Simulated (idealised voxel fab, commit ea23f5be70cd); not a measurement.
The following is a process module called voxel wiring stack.
Section shown: cut. Width: 160 nm. Cell size: 5 nm, square.
Think of the cross-section as a grid of square cells. We describe it in bands, top to bottom, and each band covers one or more rows of those cells.
In this notation a band is specified by the heights of its top and bottom, in that order and in nm, after which its materials appear from left to right, each paired with its width in nm. The word "everywhere" attached to a single material means that material fills the band from edge to edge; the word "air" stands for empty space.
Heights from 0 (as-received wafer is one material below). Bottom band endless downward, as "top 0, no bottom".
A width such as "30->40" changes by the same amount from each row of cells to the next, from the band's top row to its bottom row.
Step note "nothing altered" = no cross-section cell changed.
"Voids, enclosed": sealed empty spaces, 8 cells or more, no open way to top, listed width x height at distance, with distance from the left edge and width, height and distance in nm.
Read whatever lies past the settings on a step's line as the simulator's own remark about the step.
"overlay nm" denotes, for a step that has a mask, the displacement of the mask to the right of its planned place, with negative values corresponding to the left.
### plan
1,RECEIVE (material Si)
2,CONFORMAL_DEP (material SiO2; thk nm 15)
3,CONFORMAL_DEP (material SiN; thk nm 5)
4,DIRECTIONAL_DEP (material SiO2; thk nm 25)
5,PATTERN (tone open; mask id METAL_1; material resist; width nm 25; pitch nm 45; thk nm 15; overlay nm 0)
6,DIRECTIONAL_ETCH (etch materials SiO2; depth nm 25)
7,DIRECTIONAL_ETCH (etch materials SiN; depth nm 5)
8,STRIP (etch materials resist)
9,CONFORMAL_DEP (material TiN; thk nm 5)
10,FILL_DEP (material W; thk nm 5)
11,CMP (height nm 45)
12,CONFORMAL_DEP (material SiCN; thk nm 5)
13,DIRECTIONAL_DEP (material SiO2; thk nm 30)
14,DIRECTIONAL_DEP (material aC; thk nm 10)
15,PATTERN (tone open; mask id METAL_2_HOLES; material resist; width nm 15; pitch nm 90; thk nm 30; overlay nm 0)
16,DIRECTIONAL_ETCH (etch materials aC; depth nm 10)
17,STRIP (etch materials resist)
18,DIRECTIONAL_ETCH (etch materials SiO2; depth nm 30)
19,STRIP (etch materials aC)
20,DIRECTIONAL_DEP (material aC; thk nm 15)
21,PATTERN (tone open; mask id METAL_2; material resist; width nm 25; pitch nm 45; thk nm 35; overlay nm 0)
22,DIRECTIONAL_ETCH (etch materials aC; depth nm 15)
23,STRIP (etch materials resist)
24,DIRECTIONAL_ETCH (etch materials SiO2; depth nm 15)
25,DIRECTIONAL_ETCH (etch materials SiCN; depth nm 5)
26,STRIP (etch materials aC)
27,CONFORMAL_DEP (material TiN; thk nm 5)
28,FILL_DEP (material Cu; thk nm 10)
29,CMP (height nm 80)
30,CONFORMAL_DEP (material SiCN; thk nm 5)
### Cross-section of the wafer as it came to us, i.e., already through step 1
	top 0, no bottom: Si everywhere
	Voids, enclosed: none
### End-of-module cross-section of the first of two wafers, processed as planned
	top 85, bottom 80: SiCN everywhere
	top 80, bottom 70: SiO2 (20), then TiN (5), then Cu (15), then TiN (5), then SiO2 (20), then TiN (5), then Cu (15), then TiN (5), then SiO2 (20), then TiN (5), then Cu (15), then TiN (5), then SiO2 (25)
	top 70, bottom 65: SiO2 (20), then TiN (5), then Cu (5), then TiN (15), then SiO2 (20), then TiN (25), then SiO2 (20), then TiN (5), then Cu (5), then TiN (15), then SiO2 (25)
	top 65, bottom 50: SiO2 (20), then TiN (5), then Cu (5), then TiN (5), then SiO2 (75), then TiN (5), then Cu (5), then TiN (5), then SiO2 (35)
	top 50, bottom 45: SiCN (20), then TiN (15), then SiCN (75), then TiN (15), then SiCN (35)
	top 45, bottom 20: SiO2 (20), then TiN (5), then W (15), then TiN (5), then SiO2 (20), then TiN (5), then W (15), then TiN (5), then SiO2 (20), then TiN (5), then W (15), then TiN (5), then SiO2 (25)
	top 20, bottom 15: SiN (20), then TiN (25), then SiN (20), then TiN (25), then SiN (20), then TiN (25), then SiN (25)
	top 15, bottom 0: SiO2 everywhere
	top 0, no bottom: Si everywhere
	Voids, enclosed: none
### Same start, same plan as the first wafer - but one mistake in the run. Cross-section of the second of the two at the end of the module
	top 85, bottom 80: SiCN everywhere
	top 80, bottom 70: SiO2 (20), then TiN (5), then Cu (15), then TiN (5), then SiO2 (20), then TiN (5), then Cu (15), then TiN (5), then SiO2 (20), then TiN (5), then Cu (15), then TiN (5), then SiO2 (25)
	top 70, bottom 65: SiO2 (20), then TiN (5), then Cu (10), then TiN (10), then SiO2 (20), then TiN (25), then SiO2 (20), then TiN (5), then Cu (10), then TiN (10), then SiO2 (25)
	top 65, bottom 50: SiO2 (20), then TiN (5), then Cu (10), then TiN (5), then SiO2 (70), then TiN (5), then Cu (10), then TiN (5), then SiO2 (30)
	top 50, bottom 45: SiCN (20), then TiN (20), then SiCN (70), then TiN (20), then SiCN (30)
	top 45, bottom 20: SiO2 (20), then TiN (5), then W (15), then TiN (5), then SiO2 (20), then TiN (5), then W (15), then TiN (5), then SiO2 (20), then TiN (5), then W (15), then TiN (5), then SiO2 (25)
	top 20, bottom 15: SiN (20), then TiN (25), then SiN (20), then TiN (25), then SiN (20), then TiN (25), then SiN (25)
	top 15, bottom 0: SiO2 everywhere
	top 0, no bottom: Si everywhere
	Voids, enclosed: none
Diagnosis: step 15 deviated from plan and actually ran as PATTERN (tone open; mask id METAL_2_HOLES; material resist; width nm 20; pitch nm 90; thk nm 30; overlay nm 0)
Per the end-of-run cell counts, the second wafer holds more or fewer of some materials than the first: Cu +8; SiCN -2; SiO2 -6
